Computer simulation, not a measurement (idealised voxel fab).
The following is a process module called voxel wiring stack.
For reference, the cross-section in this document is cut, with width 215 nm and square cells of 5 nm.
When this document writes out a cross-section, it uses a grid of square cells and lists it as bands, beginning at the top and moving down, with a band standing for one or more rows of cells. This entry defines a band. It first specifies the height of the band's top and the height of its bottom in nm, and then specifies the band's materials from left to right, stating each material with its width in nm. The word "throughout" identifies a single material that fills the band from edge to edge, while the word "empty" identifies empty space. Height 0 is the level under which the wafer as received is all one material. The lowest band goes on downwards, as in "0 and below". A two-number width, for instance "30..40", indicates that the width is equal to the first number in the top row of the band and to the second number in the bottom row, and that it changes by a constant amount per row of cells. Basically "remained the same" means that step didn't change any cell in the cross-section. "Closed cavities" lists enclosed empty spaces (at least 8 cells, no open path upward to the top), each as width x height at distance from the left edge, in nm. If you see something after the settings on a step's line, that's the simulator's own remark about that step. For masked steps, "overlay nm" on the step line gives how far right of plan the mask actually lay; a minus sign means it lay to the left.

**Process steps (planned)**
- 1: RECEIVE, material Si
- 2: CONFORMAL_DEP, material SiO2, thk nm 10
- 3: CONFORMAL_DEP, material SiCN, thk nm 5
- 4: DIRECTIONAL_DEP, material SiO2, thk nm 15
- 5: MASKED_ETCH, tone open, mask id METAL_1, width nm 25, pitch nm 50, etch materials SiO2, depth nm 15, overlay nm 0
- 6: MASKED_ETCH, tone open, mask id METAL_1, width nm 25, pitch nm 50, etch materials SiCN, depth nm 5, overlay nm 0
- 7: CONFORMAL_DEP, material TiN, thk nm 5
- 8: FILL_DEP, material W, thk nm 5
- 9: CMP, height nm 30
- 10: CONFORMAL_DEP, material SiCN, thk nm 5
- 11: DIRECTIONAL_DEP, material lowk, thk nm 20
- 12: PATTERN, tone open, mask id PLUG_1, material resist, width nm 15, pitch nm 100, thk nm 15, overlay nm 0
- 13: DIRECTIONAL_ETCH, etch materials lowk, depth nm 20
- 14: DIRECTIONAL_ETCH, etch materials SiCN, depth nm 5
- 15: STRIP, etch materials resist
- 16: EPI, material Ru, thk nm 10
- 17: EPI, material Ru, thk nm 10
- 18: EPI, material Ru, thk nm 5
- 19: DIRECTIONAL_DEP, material TiN, thk nm 5
- 20: DIRECTIONAL_DEP, material Ru, thk nm 20
- 21: PATTERN, tone cover, mask id METAL_2, material resist, width nm 25, pitch nm 50, thk nm 20, overlay nm 0
- 22: DIRECTIONAL_ETCH, etch materials Ru, depth nm 20
- 23: DIRECTIONAL_ETCH, etch materials TiN, depth nm 5
- 24: STRIP, etch materials resist
- 25: FILL_DEP, material SiO2, thk nm 10
- 26: CMP, height nm 80
- 27: CONFORMAL_DEP, material SiCN, thk nm 5
- 28: DIRECTIONAL_DEP, material lowk, thk nm 15
- 29: PATTERN, tone open, mask id PLUG_2, material resist, width nm 15, pitch nm 100, thk nm 20, overlay nm 0
- 30: DIRECTIONAL_ETCH, etch materials lowk, depth nm 15
- 31: DIRECTIONAL_ETCH, etch materials SiCN, depth nm 5
- 32: STRIP, etch materials resist
- 33: CONFORMAL_DEP, material TiN, thk nm 5
- 34: FILL_DEP, material Cu, thk nm 5
- 35: CMP, height nm 100
- 36: DIRECTIONAL_DEP, material TiN, thk nm 5
- 37: DIRECTIONAL_DEP, material Ru, thk nm 15
- 38: MASKED_ETCH, tone cover, mask id METAL_3, width nm 15, pitch nm 50, etch materials Ru, depth nm 15, overlay nm 0
- 39: MASKED_ETCH, tone cover, mask id METAL_3, width nm 25, pitch nm 50, etch materials TiN, depth nm 5, overlay nm 0
- 40: FILL_DEP, material SiO2, thk nm 10
- 41: CMP, height nm 120
- 42: CONFORMAL_DEP, material SiN, thk nm 5
For clarity, it should be stated that the wafers under discussion commence in an identical condition and differ with respect to the width nm of step 38, the plan indicating the value that the first wafer had.

**The first of several wafers in cross-section, exactly as it reached us after step 1**
	0 and below = Si throughout
	Closed cavities: none

**Take a look at the first of several wafers in cross-section: the module is done, and step 42 was its last step**
	125 down to 120 = SiN throughout
	120 down to 105 = 50 nm SiO2  15 nm Ru  35 nm SiO2  15 nm Ru  35 nm SiO2  15 nm Ru  50 nm SiO2
	105 down to 100 = 45 nm SiO2  25 nm TiN  25 nm SiO2  25 nm TiN  25 nm SiO2  25 nm TiN  45 nm SiO2
	100 down to 85 = 45 nm lowk  5 nm TiN  5 nm Cu  5 nm TiN  85 nm lowk  5 nm TiN  5 nm Cu  5 nm TiN  55 nm lowk
	85 down to 80 = 45 nm SiCN  15 nm TiN  85 nm SiCN  15 nm TiN  55 nm SiCN
	80 down to 60 = 45 nm SiO2  25 nm Ru  25 nm SiO2  25 nm Ru  25 nm SiO2  25 nm Ru  45 nm SiO2
	60 down to 55 = 45 nm SiO2  25 nm TiN  25 nm SiO2  25 nm TiN  25 nm SiO2  25 nm TiN  45 nm SiO2
	55 down to 35 = 45 nm lowk  15 nm Ru  85 nm lowk  15 nm Ru  55 nm lowk
	35 down to 30 = 45 nm SiCN  15 nm Ru  85 nm SiCN  15 nm Ru  55 nm SiCN
	30 down to 15 = 45 nm SiO2  5 nm TiN  15 nm W  5 nm TiN  25 nm SiO2  5 nm TiN  15 nm W  5 nm TiN  25 nm SiO2  5 nm TiN  15 nm W  5 nm TiN  45 nm SiO2
	15 down to 10 = 45 nm SiCN  25 nm TiN  25 nm SiCN  25 nm TiN  25 nm SiCN  25 nm TiN  45 nm SiCN
	10 down to 0 = SiO2 throughout
	0 and below = Si throughout
	Closed cavities: none

**Final wafer of several, shown in cross-section at the end of the module**
	125 down to 120 = SiN throughout
	120 down to 105 = 40 nm SiO2  35 nm Ru  15 nm SiO2  35 nm Ru  15 nm SiO2  35 nm Ru  40 nm SiO2
	105 down to 100 = 40 nm SiO2  35 nm TiN  15 nm SiO2  35 nm TiN  15 nm SiO2  35 nm TiN  40 nm SiO2
	100 down to 85 = 45 nm lowk  5 nm TiN  5 nm Cu  5 nm TiN  85 nm lowk  5 nm TiN  5 nm Cu  5 nm TiN  55 nm lowk
	85 down to 80 = 45 nm SiCN  15 nm TiN  85 nm SiCN  15 nm TiN  55 nm SiCN
	80 down to 60 = 45 nm SiO2  25 nm Ru  25 nm SiO2  25 nm Ru  25 nm SiO2  25 nm Ru  45 nm SiO2
	60 down to 55 = 45 nm SiO2  25 nm TiN  25 nm SiO2  25 nm TiN  25 nm SiO2  25 nm TiN  45 nm SiO2
	55 down to 35 = 45 nm lowk  15 nm Ru  85 nm lowk  15 nm Ru  55 nm lowk
	35 down to 30 = 45 nm SiCN  15 nm Ru  85 nm SiCN  15 nm Ru  55 nm SiCN
	30 down to 15 = 45 nm SiO2  5 nm TiN  15 nm W  5 nm TiN  25 nm SiO2  5 nm TiN  15 nm W  5 nm TiN  25 nm SiO2  5 nm TiN  15 nm W  5 nm TiN  45 nm SiO2
	15 down to 10 = 45 nm SiCN  25 nm TiN  25 nm SiCN  25 nm TiN  25 nm SiCN  25 nm TiN  45 nm SiCN
	10 down to 0 = SiO2 throughout
	0 and below = Si throughout
	Closed cavities: none

**Per wafer, end of module: cells gained (+) or lost (-) per material since receipt, then closed voids**
width nm 15; +6 Cu; +117 Ru; +102 SiCN; +43 SiN; +440 SiO2; +81 TiN; +27 W; +259 lowk; Closed cavities: none
width nm 20; +6 Cu; +126 Ru; +102 SiCN; +43 SiN; +431 SiO2; +81 TiN; +27 W; +259 lowk; Closed cavities: none
width nm 25; +6 Cu; +135 Ru; +102 SiCN; +43 SiN; +422 SiO2; +81 TiN; +27 W; +259 lowk; Closed cavities: none
width nm 30; +6 Cu; +144 Ru; +102 SiCN; +43 SiN; +410 SiO2; +84 TiN; +27 W; +259 lowk; Closed cavities: none
width nm 35; +6 Cu; +153 Ru; +102 SiCN; +43 SiN; +398 SiO2; +87 TiN; +27 W; +259 lowk; Closed cavities: none
